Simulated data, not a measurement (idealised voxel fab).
process module | voxel gate over fins
cross-section cut | 270 nm wide | cells 5 nm
A cross-section is a grid of square cells, given in bands from the top down. A band is one or more rows of cells.
Each band's line starts with the height of the band's top and of its bottom, in nm. Then come its materials from left to right, each with its width in nm. One material with "throughout" fills the band from edge to edge. "air" is empty space.
Height 0 is the level under which the wafer as received is all one material. The lowest band goes on downwards, as in "0 down".
A width such as "30 to 40" changes by the same amount from each row of cells to the next, from the band's top row to its bottom row.
"no change" after a step means that no cell of the cross-section changed.
closed voids: empty space of 8 cells or more with no open way to the top, each as width x height at its distance from the left edge, in nm
after a step's settings: what the simulator itself notes on the step
overlay nm, on a step with a mask: how far to the right of its planned place the mask lay; to the left if negative
plan
1 op RECEIVE | material Si
2 op CONFORMAL_DEP | material SiN | thk nm 5
3 op DIRECTIONAL_DEP | material aC | thk nm 10
4 op PATTERN | tone cover | mask id FINS | material resist | width nm 15 | pitch nm 50 | thk nm 30 | overlay nm 0
5 op DIRECTIONAL_ETCH | etch materials aC | depth nm 10
6 op STRIP | etch materials resist
7 op DIRECTIONAL_ETCH | etch materials SiN | depth nm 5
8 op DIRECTIONAL_ETCH | etch materials Si | depth nm 40
9 op STRIP | etch materials aC
10 op FILL_DEP | material SiO2 | thk nm 5
11 op CMP | height nm 5
12 op PATTERN | tone open | mask id RAIL | material resist | width nm 15 | thk nm 20 | overlay nm 0
13 op DIRECTIONAL_ETCH | etch materials SiO2 | depth nm 40
14 op STRIP | etch materials resist
15 op CONFORMAL_DEP | material TiN | thk nm 5
16 op FILL_DEP | material W | thk nm 5
17 op CMP | height nm 5
18 op SELECTIVE_ETCH | etch materials W Ru TiN | depth nm 20
19 op FILL_DEP | material SiO2 | thk nm 5
20 op CMP | height nm 5
21 op SELECTIVE_ETCH | etch materials SiO2 | depth nm 15
22 op STRIP | etch materials SiN
23 op CONFORMAL_DEP | material HfO2 | thk nm 5
24 op CONFORMAL_DEP | material TiN | thk nm 5
25 op FILL_DEP | material W | thk nm 10
26 op CMP | height nm 15
27 op CONFORMAL_DEP | material SiCN | thk nm 5
first wafer, as planned
as received, after step 1
  0 down: Si throughout
  closed voids: none
after step 2
  5 to 0: SiN throughout
  below 0: unchanged
after step 3
  15 to 5: aC throughout
  below 5: unchanged
after step 4
  45 to 15: air 100 | resist 15 | air 35 | resist 15 | air 105
  below 15: unchanged
after step 5
  35 to 15: air 100 | resist 15 | air 35 | resist 15 | air 105
  15 to 5: air 100 | aC 15 | air 35 | aC 15 | air 105
  below 5: unchanged
after step 6
  15 to 5: air 100 | aC 15 | air 35 | aC 15 | air 105
  below 5: unchanged
after step 7
  15 to 5: air 100 | aC 15 | air 35 | aC 15 | air 105
  5 to 0: air 100 | SiN 15 | air 35 | SiN 15 | air 105
  below 0: unchanged
after step 8
  15 to 5: air 100 | aC 15 | air 35 | aC 15 | air 105
  5 to 0: air 100 | SiN 15 | air 35 | SiN 15 | air 105
  0 to -40: air 100 | Si 15 | air 35 | Si 15 | air 105
  below -40: unchanged
after step 9
  5 to 0: air 100 | SiN 15 | air 35 | SiN 15 | air 105
  below 0: unchanged
after step 10
  10 to 5: SiO2 throughout
  5 to 0: SiO2 100 | SiN 15 | SiO2 35 | SiN 15 | SiO2 105
  0 to -40: SiO2 100 | Si 15 | SiO2 35 | Si 15 | SiO2 105
  below -40: unchanged
after step 11
  5 to 0: SiO2 100 | SiN 15 | SiO2 35 | SiN 15 | SiO2 105
  below 0: unchanged
after step 12
  25 to 5: resist 125 | air 15 | resist 130
  below 5: unchanged
after step 13
  25 to 5: resist 125 | air 15 | resist 130
  5 to 0: SiO2 100 | SiN 15 | SiO2 10 | air 15 | SiO2 10 | SiN 15 | SiO2 105
  0 to -35: SiO2 100 | Si 15 | SiO2 10 | air 15 | SiO2 10 | Si 15 | SiO2 105
  below -35: unchanged
after step 14
  5 to 0: SiO2 100 | SiN 15 | SiO2 10 | air 15 | SiO2 10 | SiN 15 | SiO2 105
  below 0: unchanged
after step 15
  10 to 5: TiN 130 | air 5 | TiN 135
  5 to 0: SiO2 100 | SiN 15 | SiO2 10 | TiN 5 | air 5 | TiN 5 | SiO2 10 | SiN 15 | SiO2 105
  0 to -30: SiO2 100 | Si 15 | SiO2 10 | TiN 5 | air 5 | TiN 5 | SiO2 10 | Si 15 | SiO2 105
  -30 to -35: SiO2 100 | Si 15 | SiO2 10 | TiN 15 | SiO2 10 | Si 15 | SiO2 105
  below -35: unchanged
after step 16
  15 to 10: W throughout
  10 to 5: TiN 130 | W 5 | TiN 135
  5 to 0: SiO2 100 | SiN 15 | SiO2 10 | TiN 5 | W 5 | TiN 5 | SiO2 10 | SiN 15 | SiO2 105
  0 to -30: SiO2 100 | Si 15 | SiO2 10 | TiN 5 | W 5 | TiN 5 | SiO2 10 | Si 15 | SiO2 105
  below -30: unchanged
after step 17
  5 to 0: SiO2 100 | SiN 15 | SiO2 10 | TiN 5 | W 5 | TiN 5 | SiO2 10 | SiN 15 | SiO2 105
  below 0: unchanged
after step 18
  5 to 0: SiO2 100 | SiN 15 | SiO2 10 | air 15 | SiO2 10 | SiN 15 | SiO2 105
  0 to -15: SiO2 100 | Si 15 | SiO2 10 | air 15 | SiO2 10 | Si 15 | SiO2 105
  below -15: unchanged
after step 19
  10 to 5: SiO2 throughout
  5 to 0: SiO2 100 | SiN 15 | SiO2 35 | SiN 15 | SiO2 105
  0 to -15: SiO2 100 | Si 15 | SiO2 35 | Si 15 | SiO2 105
  below -15: unchanged
after step 20
  5 to 0: SiO2 100 | SiN 15 | SiO2 35 | SiN 15 | SiO2 105
  below 0: unchanged
after step 21
  5 to 0: air 100 | SiN 15 | air 35 | SiN 15 | air 105
  0 to -10: air 100 | Si 15 | air 35 | Si 15 | air 105
  below -10: unchanged
after step 22
  0 to -10: air 100 | Si 15 | air 35 | Si 15 | air 105
  below -10: unchanged
after step 23
  5 to 0: air 95 | HfO2 25 | air 25 | HfO2 25 | air 100
  0 to -5: air 95 | HfO2 5 | Si 15 | HfO2 5 | air 25 | HfO2 5 | Si 15 | HfO2 5 | air 100
  -5 to -10: HfO2 100 | Si 15 | HfO2 35 | Si 15 | HfO2 105
  below -10: unchanged
after step 24
  10 to 5: air 90 | TiN 35 | air 15 | TiN 35 | air 95
  5 to 0: air 90 | TiN 5 | HfO2 25 | TiN 5 | air 15 | TiN 5 | HfO2 25 | TiN 5 | air 95
  0 to -5: TiN 95 | HfO2 5 | Si 15 | HfO2 5 | TiN 25 | HfO2 5 | Si 15 | HfO2 5 | TiN 100
  below -5: unchanged
after step 25
  20 to 10: W throughout
  10 to 5: W 90 | TiN 35 | W 15 | TiN 35 | W 95
  5 to 0: W 90 | TiN 5 | HfO2 25 | TiN 5 | W 15 | TiN 5 | HfO2 25 | TiN 5 | W 95
  below 0: unchanged
after step 26
  15 to 10: W throughout
  below 10: unchanged
after step 27
  20 to 15: SiCN throughout
  below 15: unchanged
second wafer: like start, like plan, one mistake. Through step 11 it matches the first wafer
when step 12 should have ended
  25 to 5: resist 115 | air 15 | resist 140
  below 5: unchanged
when step 13 should have ended
  25 to 5: resist 115 | air 15 | resist 140
  5 to 0: SiO2 100 | SiN 15 | air 15 | SiO2 20 | SiN 15 | SiO2 105
  0 to -35: SiO2 100 | Si 15 | air 15 | SiO2 20 | Si 15 | SiO2 105
  below -35: unchanged
when step 14 should have ended
  5 to 0: SiO2 100 | SiN 15 | air 15 | SiO2 20 | SiN 15 | SiO2 105
  below 0: unchanged
when step 15 should have ended
  10 to 5: TiN 120 | air 5 | TiN 145
  5 to 0: SiO2 100 | SiN 15 | TiN 5 | air 5 | TiN 5 | SiO2 20 | SiN 15 | SiO2 105
  0 to -30: SiO2 100 | Si 15 | TiN 5 | air 5 | TiN 5 | SiO2 20 | Si 15 | SiO2 105
  -30 to -35: SiO2 100 | Si 15 | TiN 15 | SiO2 20 | Si 15 | SiO2 105
  below -35: unchanged
when step 16 should have ended
  15 to 10: W throughout
  10 to 5: TiN 120 | W 5 | TiN 145
  5 to 0: SiO2 100 | SiN 15 | TiN 5 | W 5 | TiN 5 | SiO2 20 | SiN 15 | SiO2 105
  0 to -30: SiO2 100 | Si 15 | TiN 5 | W 5 | TiN 5 | SiO2 20 | Si 15 | SiO2 105
  below -30: unchanged
when step 17 should have ended
  5 to 0: SiO2 100 | SiN 15 | TiN 5 | W 5 | TiN 5 | SiO2 20 | SiN 15 | SiO2 105
  below 0: unchanged
when step 18 should have ended
  5 to 0: SiO2 100 | SiN 15 | air 15 | SiO2 20 | SiN 15 | SiO2 105
  0 to -15: SiO2 100 | Si 15 | air 15 | SiO2 20 | Si 15 | SiO2 105
  below -15: unchanged
when step 19 should have ended
  10 to 5: SiO2 throughout
  5 to 0: SiO2 100 | SiN 15 | SiO2 35 | SiN 15 | SiO2 105
  0 to -15: SiO2 100 | Si 15 | SiO2 35 | Si 15 | SiO2 105
  below -15: unchanged
when step 20 should have ended
  5 to 0: SiO2 100 | SiN 15 | SiO2 35 | SiN 15 | SiO2 105
  below 0: unchanged
when step 21 should have ended
  5 to 0: air 100 | SiN 15 | air 35 | SiN 15 | air 105
  0 to -10: air 100 | Si 15 | air 35 | Si 15 | air 105
  below -10: unchanged
when step 22 should have ended
  0 to -10: air 100 | Si 15 | air 35 | Si 15 | air 105
  below -10: unchanged
when step 23 should have ended
  5 to 0: air 95 | HfO2 25 | air 25 | HfO2 25 | air 100
  0 to -5: air 95 | HfO2 5 | Si 15 | HfO2 5 | air 25 | HfO2 5 | Si 15 | HfO2 5 | air 100
  -5 to -10: HfO2 100 | Si 15 | HfO2 35 | Si 15 | HfO2 105
  below -10: unchanged
when step 24 should have ended
  10 to 5: air 90 | TiN 35 | air 15 | TiN 35 | air 95
  5 to 0: air 90 | TiN 5 | HfO2 25 | TiN 5 | air 15 | TiN 5 | HfO2 25 | TiN 5 | air 95
  0 to -5: TiN 95 | HfO2 5 | Si 15 | HfO2 5 | TiN 25 | HfO2 5 | Si 15 | HfO2 5 | TiN 100
  below -5: unchanged
when step 25 should have ended
  20 to 10: W throughout
  10 to 5: W 90 | TiN 35 | W 15 | TiN 35 | W 95
  5 to 0: W 90 | TiN 5 | HfO2 25 | TiN 5 | W 15 | TiN 5 | HfO2 25 | TiN 5 | W 95
  below 0: unchanged
when step 26 should have ended
  15 to 10: W throughout
  below 10: unchanged
when step 27 should have ended
  20 to 15: SiCN throughout
  below 15: unchanged
what went wrong: step 12 ran as: op PATTERN | tone open | mask id RAIL | material resist | width nm 15 | thk nm 20 | overlay nm -10
at the end the second wafer has, in cells: as many of each material as the first, in other places
